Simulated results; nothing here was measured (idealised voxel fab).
The following is a process module called voxel self aligned vias.
We display cut, a cross-section 270 nm in width whose square cells are each 5 nm.
Cross-section, as written here: a square-cell grid given band by band from the top down, where a band holds one or more rows of cells.
Heights first: top, then bottom, in nm. Then materials, left to right, each with a width in nm. "full width" on a single material: fills the band edge to edge. "air": empty space.
It should be noted that heights are counted from 0, beneath which the wafer as supplied is of one material throughout, and that the lowest band possesses no lower boundary but continues downward, as written in "top 0, no bottom".
With a width like "30 to 40", each row of cells in the band differs from the next by the same amount, the top row carrying the first number and the bottom row the second.
You'll sometimes find "everything unchanged" written for a step, and that's the way of saying that nowhere in the cross-section did a cell change during that step.
The entry titled "Closed internal cavities" provides the empty spaces that have no open way to the top, restricted to those of 8 cells or more. Each is presented as width x height at distance, the distance being measured from the left edge, with all three in nm.
Where a step's line continues beyond its settings, the continuation is a remark by the simulator itself on that step.
overlay nm: how far to the right of its planned place the mask lay on this masked step (negative: to the left).
Here's what the planned process steps look like
1) RECEIVE | material Si
2) CONFORMAL_DEP | material SiO2 | thk nm 15
3) CONFORMAL_DEP | material SiCN | thk nm 5
4) DIRECTIONAL_DEP | material SiO2 | thk nm 30
5) DIRECTIONAL_DEP | material aC | thk nm 10
6) PATTERN | tone open | mask id LINES | material resist | width nm 30 | pitch nm 65 | thk nm 30 | overlay nm 0
7) DIRECTIONAL_ETCH | etch materials aC | depth nm 10
8) STRIP | etch materials resist
9) DIRECTIONAL_ETCH | etch materials SiO2 | depth nm 30
10) STRIP | etch materials aC
11) CONFORMAL_DEP | material TiN | thk nm 5
12) FILL_DEP | material W | thk nm 5
13) CMP | height nm 50
14) SELECTIVE_ETCH | etch materials W Ru TiN | depth nm 5
15) FILL_DEP | material SiN | thk nm 5
16) CMP | height nm 50
17) DIRECTIONAL_DEP | material SiO2 | thk nm 5
18) MASKED_ETCH | tone open | mask id VIAS | width nm 40 | pitch nm 65 | etch materials SiO2 | depth nm 15 | overlay nm 0
19) MASKED_ETCH | tone open | mask id VIAS | width nm 40 | pitch nm 65 | etch materials SiN | depth nm 5 | overlay nm 0
20) CONFORMAL_DEP | material TiN | thk nm 5
21) FILL_DEP | material W | thk nm 5
22) CMP | height nm 65
23) CONFORMAL_DEP | material SiN | thk nm 5
The value of thk nm given for step 17 in the plan refers to the first wafer; the wafers vary in this setting and are alike at the start.
Step 1 complete: as-received cross-section of the first of several wafers
    top 0, no bottom = Si full width
    Closed internal cavities: none
Module end state after final step 23: cross-section of the first of several wafers
    top 70, bottom 65 = SiN full width
    top 65, bottom 60 = W full width
    top 60, bottom 55 = TiN: 55 / W: 30 / TiN: 35 / W: 30 / TiN: 35 / W: 30 / TiN: 55
    top 55, bottom 50 = SiO2: 50 / TiN: 5 / W: 30 / TiN: 5 / SiO2: 25 / TiN: 5 / W: 30 / TiN: 5 / SiO2: 25 / TiN: 5 / W: 30 / TiN: 5 / SiO2: 50
    top 50, bottom 45 = SiO2: 50 / TiN: 40 / SiO2: 25 / TiN: 40 / SiO2: 25 / TiN: 40 / SiO2: 50
    top 45, bottom 40 = SiO2: 50 / TiN: 10 / W: 20 / TiN: 10 / SiO2: 25 / TiN: 10 / W: 20 / TiN: 10 / SiO2: 25 / TiN: 10 / W: 20 / TiN: 10 / SiO2: 50
    top 40, bottom 25 = SiO2: 55 / TiN: 5 / W: 20 / TiN: 5 / SiO2: 35 / TiN: 5 / W: 20 / TiN: 5 / SiO2: 35 / TiN: 5 / W: 20 / TiN: 5 / SiO2: 55
    top 25, bottom 20 = SiO2: 55 / TiN: 30 / SiO2: 35 / TiN: 30 / SiO2: 35 / TiN: 30 / SiO2: 55
    top 20, bottom 15 = SiCN full width
    top 15, bottom 0 = SiO2 full width
    top 0, no bottom = Si full width
    Closed internal cavities: none
Here we cross-sectioned the last of the wafers once the module was done
    top 70, bottom 65 = SiN full width
    top 65, bottom 50 = SiO2 full width
    top 50, bottom 45 = SiO2: 55 / SiN: 30 / SiO2: 35 / SiN: 30 / SiO2: 35 / SiN: 30 / SiO2: 55
    top 45, bottom 25 = SiO2: 55 / TiN: 5 / W: 20 / TiN: 5 / SiO2: 35 / TiN: 5 / W: 20 / TiN: 5 / SiO2: 35 / TiN: 5 / W: 20 / TiN: 5 / SiO2: 55
    top 25, bottom 20 = SiO2: 55 / TiN: 30 / SiO2: 35 / TiN: 30 / SiO2: 35 / TiN: 30 / SiO2: 55
    top 20, bottom 15 = SiCN full width
    top 15, bottom 0 = SiO2 full width
    top 0, no bottom = Si full width
    Closed internal cavities: none
Row per wafer, end-of-module: cell gain (+)/loss (-) by material since the wafer came in, then closed voids
thk nm 5; +54 SiCN; +54 SiN; +396 SiO2; +114 TiN; +138 W; Closed internal cavities: none
thk nm 10; +54 SiCN; +54 SiN; +432 SiO2; +114 TiN; +102 W; Closed internal cavities: none
thk nm 15; +54 SiCN; +54 SiN; +468 SiO2; +84 TiN; +96 W; Closed internal cavities: none
thk nm 20; +54 SiCN; +72 SiN; +492 SiO2; +72 TiN; +66 W; Closed internal cavities: none
thk nm 25; +54 SiCN; +72 SiN; +516 SiO2; +66 TiN; +48 W; Closed internal cavities: none
thk nm 30; +54 SiCN; +72 SiN; +540 SiO2; +42 TiN; +48 W; Closed internal cavities: none
